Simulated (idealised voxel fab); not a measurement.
This is a process module. Its name is voxel double patterning.
Section shown: cut. Width: 190 nm. Cell size: 5 nm, square.
How to read a cross-section here: the picture is a grid of square cells, written as bands going from the top down, and any band can span one or more rows of cells. Band entry format. Leading values: height of top, height of bottom, nm. Remainder: materials in left-to-right order, each with its width in nm. Special words: "throughout" on a single material, which then fills the band edge to edge; "empty", empty space. It should be noted that heights are counted from 0, beneath which the wafer as supplied is of one material throughout, and that the lowest band possesses no lower boundary but continues downward, as written in "from 0 down". Per-row width for "30 to 40": begins at first number (top row of band), ends at second number (bottom row), increment between rows held constant. Take "nothing changed" at face value: in the step it is given for, the cross-section changed in none of its cells. The entry "Enclosed empty spaces" lists the empty spaces that cover at least 8 cells and have no open path to the top. Each is written as width x height at distance, where the distance is measured from the left edge and all three values are in nm. after a step's settings: what the simulator itself notes on the step. overlay nm: right-of-plan distance of the mask on a masked step; negative values mean left-of-plan.
-- This section lists the process steps that were planned
step 1: RECEIVE | material Si
step 2: CONFORMAL_DEP | material SiO2 | thk nm 5
step 3: DIRECTIONAL_DEP | material W | thk nm 10
step 4: DIRECTIONAL_DEP | material SiN | thk nm 5
step 5: DIRECTIONAL_DEP | material aC | thk nm 15
step 6: PATTERN | tone open | mask id FIRST | material resist | width nm 15 | pitch nm 50 | thk nm 30 | overlay nm 0
step 7: DIRECTIONAL_ETCH | etch materials aC | depth nm 15
step 8: STRIP | etch materials resist
step 9: DIRECTIONAL_ETCH | etch materials SiN | depth nm 5
step 10: STRIP | etch materials aC
step 11: PATTERN | tone open | mask id SECOND | material resist | width nm 15 | pitch nm 50 | thk nm 20 | overlay nm 0
step 12: DIRECTIONAL_ETCH | etch materials SiN | depth nm 5
step 13: STRIP | etch materials resist
step 14: DIRECTIONAL_ETCH | etch materials W | depth nm 10
step 15: STRIP | etch materials SiN
Wafers differ in width nm at step 11; plan lists the first wafer's value; identical starting state.
-- The first of several wafers in cross-section, exactly as it reached us after step 1
  from 0 down = Si throughout
  Enclosed empty spaces: none
-- Below is a per-wafer table. In it, each row describes the wafer at the end of the module by giving, for each material, the number of cells gained (+) or lost (-) since the wafer was received, and after that the closed voids of the wafer
width nm 15 | +38 SiO2 | +46 W | Enclosed empty spaces: none
width nm 20 | +38 SiO2 | +42 W | Enclosed empty spaces: none
width nm 25 | +38 SiO2 | +38 W | Enclosed empty spaces: none
width nm 30 | +38 SiO2 | +34 W | Enclosed empty spaces: none
